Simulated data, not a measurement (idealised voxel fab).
Process module under the name voxel self aligned contacts
Pictured: cross-section cut, 250 nm wide, on a grid of 5 nm square cells.
Heads up, the way a cross-section reads in here is a grid of square cells, handed over as bands from the top down, with every band being one or more rows of cells. Within each band entry, the heights of the top and of the bottom of the band appear first, in that order and in nm; the materials of the band then follow from left to right, each with its corresponding width in nm. The designation "throughout" on a single material indicates that it fills the band from edge to edge; the designation "empty" indicates empty space. It should be noted that heights are counted from 0, beneath which the wafer as supplied is of one material throughout, and that the lowest band possesses no lower boundary but continues downward, as written in "0 down". A two-number width, for instance "30 to 40", indicates that the width is equal to the first number in the top row of the band and to the second number in the bottom row, and that it changes by a constant amount per row of cells. Reading "stayed the same" for a step: not a cell of the cross-section changed in it. "Cavities, closed" enumerates empty spaces isolated from the top, with no open way to it, that contain at least 8 cells, giving each as width x height at distance from the left edge, all three in nm. If you see something after the settings on a step's line, that's the simulator's own remark about that step. The line of a step may include "overlay nm". On a step with a mask, this value is how far to the right of its planned place the mask lay. A negative value means the mask lay to the left.
Here's what the planned process steps look like:
1,RECEIVE [material Si]
2,CONFORMAL_DEP [material SiO2] [thk nm 5]
3,DIRECTIONAL_DEP [material polySi] [thk nm 30]
4,DIRECTIONAL_DEP [material SiN] [thk nm 15]
5,PATTERN [tone cover] [mask id GATE] [material resist] [width nm 35] [pitch nm 60] [thk nm 15] [overlay nm 0]
6,DIRECTIONAL_ETCH [etch materials SiN] [depth nm 15]
7,DIRECTIONAL_ETCH [etch materials polySi] [depth nm 30]
8,STRIP [etch materials resist]
9,CONFORMAL_DEP [material SiN] [thk nm 5]
10,DIRECTIONAL_ETCH [etch materials SiN] [depth nm 5]
11,FILL_DEP [material SiO2] [thk nm 15]
12,CMP [height nm 60]
13,PATTERN [tone open] [mask id CONTACT] [material resist] [width nm 35] [pitch nm 60] [thk nm 15] [overlay nm 0]
14,DIRECTIONAL_ETCH [etch materials SiO2] [depth nm 60]
15,STRIP [etch materials resist]
16,CONFORMAL_DEP [material TiN] [thk nm 5]
17,FILL_DEP [material Ru] [thk nm 5]
18,CMP [height nm 60]
19,CONFORMAL_DEP [material SiCN] [thk nm 5]
Step 1 complete: cross-section of the wafer as received:
* 0 down  Si throughout
* Cavities, closed: none
First of two wafers: cross-section at end of module, run per plan:
* 65 to 60  SiCN throughout
* 60 to 50  SiO2: 75, then TiN: 5 to 15, then Ru: 25 to 5, then TiN: 5 to 15, then SiO2: 25, then TiN: 5 to 15, then Ru: 25 to 5, then TiN: 5 to 15, then SiO2: 80
* 50 to 35  SiO2: 40, then SiN: 45, then TiN: 5, then Ru: 5, then TiN: 5, then SiN: 45, then TiN: 5, then Ru: 5, then TiN: 5, then SiN: 45, then SiO2: 45
* 35 to 5  SiO2: 40, then SiN: 5, then polySi: 35, then SiN: 5, then TiN: 5, then Ru: 5, then TiN: 5, then SiN: 5, then polySi: 35, then SiN: 5, then TiN: 5, then Ru: 5, then TiN: 5, then SiN: 5, then polySi: 35, then SiN: 5, then SiO2: 45
* 5 to 0  SiO2: 85, then TiN: 15, then SiO2: 45, then TiN: 15, then SiO2: 90
* 0 down  Si throughout
* Cavities, closed: none
Here's the second of our two wafers sectioned at module end. Same start as the first, same plan, but one mistake got made running it:
* 65 to 60  SiCN throughout
* 60 to 55  Ru throughout
* 55 to 50  TiN: 90, then Ru: 5, then TiN: 55, then Ru: 5, then TiN: 95
* 50 to 35  SiO2: 40, then SiN: 45, then TiN: 5, then Ru: 5, then TiN: 5, then SiN: 45, then TiN: 5, then Ru: 5, then TiN: 5, then SiN: 45, then SiO2: 45
* 35 to 5  SiO2: 40, then SiN: 5, then polySi: 35, then SiN: 5, then TiN: 5, then Ru: 5, then TiN: 5, then SiN: 5, then polySi: 35, then SiN: 5, then TiN: 5, then Ru: 5, then TiN: 5, then SiN: 5, then polySi: 35, then SiN: 5, then SiO2: 45
* 5 to 0  SiO2: 85, then TiN: 15, then SiO2: 45, then TiN: 15, then SiO2: 90
* 0 down  Si throughout
* Cavities, closed: none
Nonconformance to the process plan: in deviation from the planned setting, step 12 was conducted as CMP [height nm 50]
Wrapping up, a cell-based count of both wafers puts the second over or under the first for these materials: Ru +40 | SiO2 -72 | TiN +32
